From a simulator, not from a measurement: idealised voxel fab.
The process module that follows is named voxel fin reveal.
The width of the displayed cross-section, cut, is 205 nm; its cells are square, with a size of 5 nm.
How to read a cross-section here: the picture is a grid of square cells, written as bands going from the top down, and any band can span one or more rows of cells. Basically the band line says how high the top is and how high the bottom is, in nm, and then what's in it from left to right, every material with its width in nm. Empty space shows up as "empty", and if a single material carries "all across" it runs the full band edge to edge. Measure heights from 0. That's the level where, below it, the as-received wafer is all one material. The lowest band is bottomless and extends downward; write it as in "0 nm and below". A width given as "30->40" starts at the first number in the band's top row and ends at the second number in its bottom row, shifting by an equal amount at every step from row to row. When a step is marked "remained the same", none of the cells in the cross-section changed during that step. Look at "Enclosed void listing" for the closed voids: empty spaces with no open path to the top, sized 8 cells or up. Each is width x height at distance, distance from the left edge, all nm. after a step's settings: what the simulator itself notes on the step. On any step carrying a mask, the "overlay nm" setting, if present on the step's line, tells how far right of its planned place the mask lay; negative values point to the left.

-- Planned step list for the process
1: RECEIVE, material Si
2: CONFORMAL_DEP, material SiN, thk nm 5
3: DIRECTIONAL_DEP, material aC, thk nm 10
4: PATTERN, tone cover, mask id FINS, material resist, width nm 15, pitch nm 40, thk nm 25, overlay nm 0
5: DIRECTIONAL_ETCH, etch materials aC, depth nm 10
6: STRIP, etch materials resist
7: DIRECTIONAL_ETCH, etch materials SiN, depth nm 5
8: DIRECTIONAL_ETCH, etch materials Si, depth nm 25
9: STRIP, etch materials aC
10: OXIDIZE, depth nm 5
11: FILL_DEP, material SiO2, thk nm 5
12: CMP, height nm 5
13: SELECTIVE_ETCH, etch materials SiO2, depth nm 15
14: STRIP, etch materials SiN
15: CONFORMAL_DEP, material SiO2, thk nm 5
Quick note for whoever runs this: the wafers start identical, but the depth nm at step 8 isn't the same across them. The plan just shows what the first wafer had.

-- This is how the first of several wafers looked in cross-section when it arrived, which is after step 1
  0 nm and below: Si all across
  Enclosed void listing: none

-- First of several wafers, sectioned at end of module (last step: step 15)
  5 nm to 0 nm: empty: 35, SiO2: 15, empty: 25, SiO2: 15, empty: 25, SiO2: 15, empty: 25, SiO2: 15, empty: 35
  0 nm to -5 nm: empty: 35, SiO2: 5, Si: 5, SiO2: 5, empty: 25, SiO2: 5, Si: 5, SiO2: 5, empty: 25, SiO2: 5, Si: 5, SiO2: 5, empty: 25, SiO2: 5, Si: 5, SiO2: 5, empty: 35
  -5 nm to -30 nm: SiO2: 40, Si: 5, SiO2: 35, Si: 5, SiO2: 35, Si: 5, SiO2: 35, Si: 5, SiO2: 40
  -30 nm and below: Si all across
  Enclosed void listing: none

-- At the end of the module, the last of several wafers in cross-section
  5 nm to 0 nm: empty: 35, SiO2: 15, empty: 25, SiO2: 15, empty: 25, SiO2: 15, empty: 25, SiO2: 15, empty: 35
  0 nm to -5 nm: empty: 35, SiO2: 5, Si: 5, SiO2: 5, empty: 25, SiO2: 5, Si: 5, SiO2: 5, empty: 25, SiO2: 5, Si: 5, SiO2: 5, empty: 25, SiO2: 5, Si: 5, SiO2: 5, empty: 35
  -5 nm to -55 nm: SiO2: 40, Si: 5, SiO2: 35, Si: 5, SiO2: 35, Si: 5, SiO2: 35, Si: 5, SiO2: 40
  -55 nm and below: Si all across
  Enclosed void listing: none

-- Basically each wafer gets a line in the table, showing it at the end of the module: material by material, the cells it gained (+) or lost (-) since we got it, then its closed voids
depth nm 25, -222 Si, +205 SiO2, Enclosed void listing: none
depth nm 30, -259 Si, +242 SiO2, Enclosed void listing: none
depth nm 35, -296 Si, +279 SiO2, Enclosed void listing: none
depth nm 40, -333 Si, +316 SiO2, Enclosed void listing: none
depth nm 45, -370 Si, +353 SiO2, Enclosed void listing: none
depth nm 50, -407 Si, +390 SiO2, Enclosed void listing: none
